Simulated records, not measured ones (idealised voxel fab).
Name of the process module below: voxel fin reveal
Shown is cross-section cut, with a width of 160 nm and square cells of size 5 nm.
A cross-section is a grid of square cells, given in bands from the top down. A band is one or more rows of cells.
For a band, the entry starts with two heights in nm, that of the top and then that of the bottom, and carries on with the band's materials in order from left to right, each alongside its width in nm; the word "all across" beside a single material means it fills the band edge to edge, and "empty" means empty space.
The reference from which all heights are counted is 0, the level beneath which the as-received wafer is entirely one material; the lowest band, having no lower bound, proceeds downward and is written after the example "from 0 down".
It should be noted that a width expressed as "30 to 40" varies in equal increments from row to row of cells within the band, taking the value of the first number at the top row and that of the second number at the bottom row.
"nothing altered" after a step means that no cell of the cross-section changed.
Under "Enclosed void inventory" you'll find the enclosed gaps, the ones with no way out to the top, that are 8 cells or bigger; each reads width x height at distance, with distance counted from the left edge, everything in nm.
Note: text after step settings on the step line = simulator remark on that step.
overlay nm: on a step with a mask, how far right of its planned place the mask lay; negative means left.
So here's the lineup of process steps we planned:
1: RECEIVE | material Si
2: CONFORMAL_DEP | material SiN | thk nm 10
3: DIRECTIONAL_DEP | material aC | thk nm 10
4: PATTERN | tone cover | mask id FINS | material resist | width nm 15 | pitch nm 35 | thk nm 30 | overlay nm -15
5: DIRECTIONAL_ETCH | etch materials aC | depth nm 10
6: STRIP | etch materials resist
7: DIRECTIONAL_ETCH | etch materials SiN | depth nm 10
8: DIRECTIONAL_ETCH | etch materials Si | depth nm 40
9: STRIP | etch materials aC
10: FILL_DEP | material SiO2 | thk nm 15
11: CMP | height nm 10
12: SELECTIVE_ETCH | etch materials SiO2 | depth nm 25
13: STRIP | etch materials SiN
14: CONFORMAL_DEP | material SiO2 | thk nm 5
All wafers enter the flow in the same state. The overlay nm at step 4 differs from wafer to wafer, and the plan gives the value for the first wafer.
First of several wafers, received after step 1, in cross-section:
	from 0 down  Si all across
	Enclosed void inventory: none
Here is the cross-section of the first of several wafers at the end of the module, after its last step, step 14:
	from 5 to 0  empty (15)  SiO2 (25)  empty (10)  SiO2 (25)  empty (10)  SiO2 (25)  empty (50)
	from 0 to -10  empty (15)  SiO2 (5)  Si (15)  SiO2 (5)  empty (10)  SiO2 (5)  Si (15)  SiO2 (5)  empty (10)  SiO2 (5)  Si (15)  SiO2 (5)  empty (50)
	from -10 to -40  SiO2 (20)  Si (15)  SiO2 (20)  Si (15)  SiO2 (20)  Si (15)  SiO2 (55)
	from -40 down  Si all across
	Enclosed void inventory: none
At the end of the module, the last of several wafers in cross-section:
	from 5 to 0  empty (45)  SiO2 (25)  empty (10)  SiO2 (25)  empty (10)  SiO2 (25)  empty (20)
	from 0 to -10  empty (45)  SiO2 (5)  Si (15)  SiO2 (5)  empty (10)  SiO2 (5)  Si (15)  SiO2 (5)  empty (10)  SiO2 (5)  Si (15)  SiO2 (5)  empty (20)
	from -10 to -40  SiO2 (50)  Si (15)  SiO2 (20)  Si (15)  SiO2 (20)  Si (15)  SiO2 (25)
	from -40 down  Si all across
	Enclosed void inventory: none
Each row below is a wafer at the end of the module, listing for every material the number of cells it has gained (+) or lost (-) since it was received, followed by its closed voids:
overlay nm -15; -184 Si; +165 SiO2; Enclosed void inventory: none
overlay nm -10; -184 Si; +165 SiO2; Enclosed void inventory: none
overlay nm -5; -184 Si; +165 SiO2; Enclosed void inventory: none
overlay nm 0; -184 Si; +165 SiO2; Enclosed void inventory: none
overlay nm 5; -184 Si; +165 SiO2; Enclosed void inventory: none
overlay nm 10; -184 Si; +165 SiO2; Enclosed void inventory: none
overlay nm 15; -184 Si; +165 SiO2; Enclosed void inventory: none
